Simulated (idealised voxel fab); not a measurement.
The process module that follows is named voxel self aligned vias.
The cross-section shown here is cut; it is 235 nm wide and divided into square cells measuring 5 nm on a side.
Cross-section, as written here: a square-cell grid given band by band from the top down, where a band holds one or more rows of cells. Top height, bottom height, nm. Materials left to right, width each, nm. Single material + "full width" = fills band edge to edge. "blank" = empty. Heights are reckoned from 0. Under this level, the received wafer is all of one material. The bottommost band is open-ended downward, for example "0 -> down". It should be noted that a width expressed as "30->40" varies in equal increments from row to row of cells within the band, taking the value of the first number at the top row and that of the second number at the bottom row. A step reported as "stayed the same" is a step in which no cell of the cross-section changed. What "Trapped voids" gives you is every empty space of 8 cells or more that is cut off from the top. Each appears as width x height at distance, with the distance taken from the left edge and width, height and distance all in nm. On each step's line, the part that comes after the settings is the simulator's own comment on the step. A step's line can hold "overlay nm"; with a mask on that step, the setting says how far right of the planned place the mask lay, while a negative setting says it lay to the left.

### This section lists the process steps that were planned
1,op RECEIVE | material Si
2,op CONFORMAL_DEP | material SiO2 | thk nm 10
3,op CONFORMAL_DEP | material SiCN | thk nm 5
4,op DIRECTIONAL_DEP | material lowk | thk nm 30
5,op DIRECTIONAL_DEP | material aC | thk nm 10
6,op PATTERN | tone open | mask id LINES | material resist | width nm 20 | pitch nm 45 | thk nm 25 | overlay nm 0
7,op DIRECTIONAL_ETCH | etch materials aC | depth nm 10
8,op STRIP | etch materials resist
9,op DIRECTIONAL_ETCH | etch materials lowk | depth nm 30
10,op STRIP | etch materials aC
11,op CONFORMAL_DEP | material TiN | thk nm 5
12,op FILL_DEP | material W | thk nm 5
13,op CMP | height nm 45
14,op SELECTIVE_ETCH | etch materials W Ru TiN | depth nm 10
15,op FILL_DEP | material SiN | thk nm 10
16,op CMP | height nm 35
17,op DIRECTIONAL_DEP | material lowk | thk nm 20
18,op MASKED_ETCH | tone open | mask id VIAS | width nm 30 | etch materials lowk | depth nm 20 | overlay nm 0
19,op MASKED_ETCH | tone open | mask id VIAS | width nm 30 | etch materials SiN | depth nm 10 | overlay nm 0
20,op CONFORMAL_DEP | material TiN | thk nm 5
21,op FILL_DEP | material Cu | thk nm 5
22,op CMP | height nm 65
23,op CONFORMAL_DEP | material SiCN | thk nm 5
Among the wafers covered here, the point of difference is the height nm at step 16; their starting state is shared, and the plan presents the value of the first wafer.

### First wafer of several, as received: cross-section after step 1
	0 -> down = Si full width
	Trapped voids: none

### The figure below presents a cross-section of the first of several wafers at the conclusion of the module, following its last step, step 23
	70 -> 65 = SiCN full width
	65 -> 60 = Cu full width
	60 -> 55 = 85 of TiN  20 of Cu  130 of TiN
	55 -> 40 = 80 of lowk  5 of TiN  20 of Cu  5 of TiN  125 of lowk
	40 -> 35 = 80 of lowk  30 of TiN  125 of lowk
	35 -> 20 = 85 of lowk  5 of TiN  10 of W  5 of TiN  25 of lowk  5 of TiN  10 of W  5 of TiN  85 of lowk
	20 -> 15 = 85 of lowk  20 of TiN  25 of lowk  20 of TiN  85 of lowk
	15 -> 10 = SiCN full width
	10 -> 0 = SiO2 full width
	0 -> down = Si full width
	Trapped voids: none

### The module's end: a cross-section of the last wafer
	70 -> 65 = SiCN full width
	65 -> 55 = 80 of lowk  5 of TiN  20 of Cu  5 of TiN  125 of lowk
	55 -> 50 = 80 of SiN  5 of TiN  20 of Cu  5 of TiN  125 of SiN
	50 -> 45 = 80 of SiN  30 of TiN  125 of SiN
	45 -> 35 = 85 of lowk  20 of SiN  25 of lowk  20 of SiN  85 of lowk
	35 -> 20 = 85 of lowk  5 of TiN  10 of W  5 of TiN  25 of lowk  5 of TiN  10 of W  5 of TiN  85 of lowk
	20 -> 15 = 85 of lowk  20 of TiN  25 of lowk  20 of TiN  85 of lowk
	15 -> 10 = SiCN full width
	10 -> 0 = SiO2 full width
	0 -> down = Si full width
	Trapped voids: none

### Table: wafers, a row each; end-of-module cell change per material since receipt, gain (+), loss (-); then closed voids
height nm 35; +63 Cu; +94 SiCN; +94 SiO2; +75 TiN; +12 W; +320 lowk; Trapped voids: none
height nm 40; +18 Cu; +94 SiCN; +4 SiN; +94 SiO2; +77 TiN; +12 W; +359 lowk; Trapped voids: none
height nm 45; +16 Cu; +94 SiCN; +8 SiN; +94 SiO2; +36 TiN; +12 W; +398 lowk; Trapped voids: none
height nm 50; +14 Cu; +94 SiCN; +53 SiN; +94 SiO2; +34 TiN; +12 W; +357 lowk; Trapped voids: none
height nm 55; +12 Cu; +94 SiCN; +98 SiN; +94 SiO2; +32 TiN; +12 W; +316 lowk; Trapped voids: none
